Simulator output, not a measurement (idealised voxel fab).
The following process module bears the name voxel lift off.
This is section cut - it's 170 nm across, gridded in 5 nm square cells.
A cross-section is written here as square cells arranged in a grid, and it is given in bands from the top down, each band taking up one or more rows of cells.
In this notation a band is specified by the heights of its top and bottom, in that order and in nm, after which its materials appear from left to right, each paired with its width in nm. The word "edge to edge" attached to a single material means that material fills the band from edge to edge; the word "empty" stands for empty space.
Height datum 0, below which the as-received substrate wafer is one material. Lowest band open at the bottom, running downward: "0..down".
A width such as "30->40" changes by the same amount from each row of cells to the next, from the band's top row to its bottom row.
"no modification", as given for a step, is the statement that not any cell of the cross-section underwent a change during that step.
"Fully closed voids" means: voids of 8 cells or more that are shut off from the top with no open way through. Written width x height at distance, distance from the left edge, in nm.
Note: text after step settings on the step line = simulator remark on that step.
overlay nm: how far to the right of its planned place the mask lay on this masked step (negative: to the left).

### These are the steps we planned for the process
1. op RECEIVE | material Si
2. op CONFORMAL_DEP | material SiO2 | thk nm 15
3. op PATTERN | tone open | mask id LINES | material resist | width nm 25 | pitch nm 55 | thk nm 15 | overlay nm 0
4. op DIRECTIONAL_DEP | material Ru | thk nm 5
5. op STRIP | etch materials resist
6. op CONFORMAL_DEP | material SiO2 | thk nm 5

### Step 1 complete: cross-section of the wafer as received
  0..down: Si edge to edge
  Fully closed voids: none

### End-of-module XS, first of two wafers, run as planned
  25..20: empty 10, then SiO2 35, then empty 20, then SiO2 35, then empty 20, then SiO2 35, then empty 15
  20..15: SiO2 15, then Ru 25, then SiO2 30, then Ru 25, then SiO2 30, then Ru 25, then SiO2 20
  15..0: SiO2 edge to edge
  0..down: Si edge to edge
  Fully closed voids: none

### So this is wafer number two of the two, cut at the end of the module - it started where the first did and had the same plan, we just got one thing wrong running it
  30..25: empty 10, then SiO2 35, then empty 20, then SiO2 35, then empty 20, then SiO2 35, then empty 15
  25..20: SiO2 15, then Ru 25, then SiO2 30, then Ru 25, then SiO2 30, then Ru 25, then SiO2 20
  20..0: SiO2 edge to edge
  0..down: Si edge to edge
  Fully closed voids: none
Here's what went sideways: so step 2 ended up running with a different setting than we planned, it ran as op CONFORMAL_DEP | material SiO2 | thk nm 20
Heads up, by the end the second wafer has more or fewer cells of some materials compared to the first: SiO2: 34 more
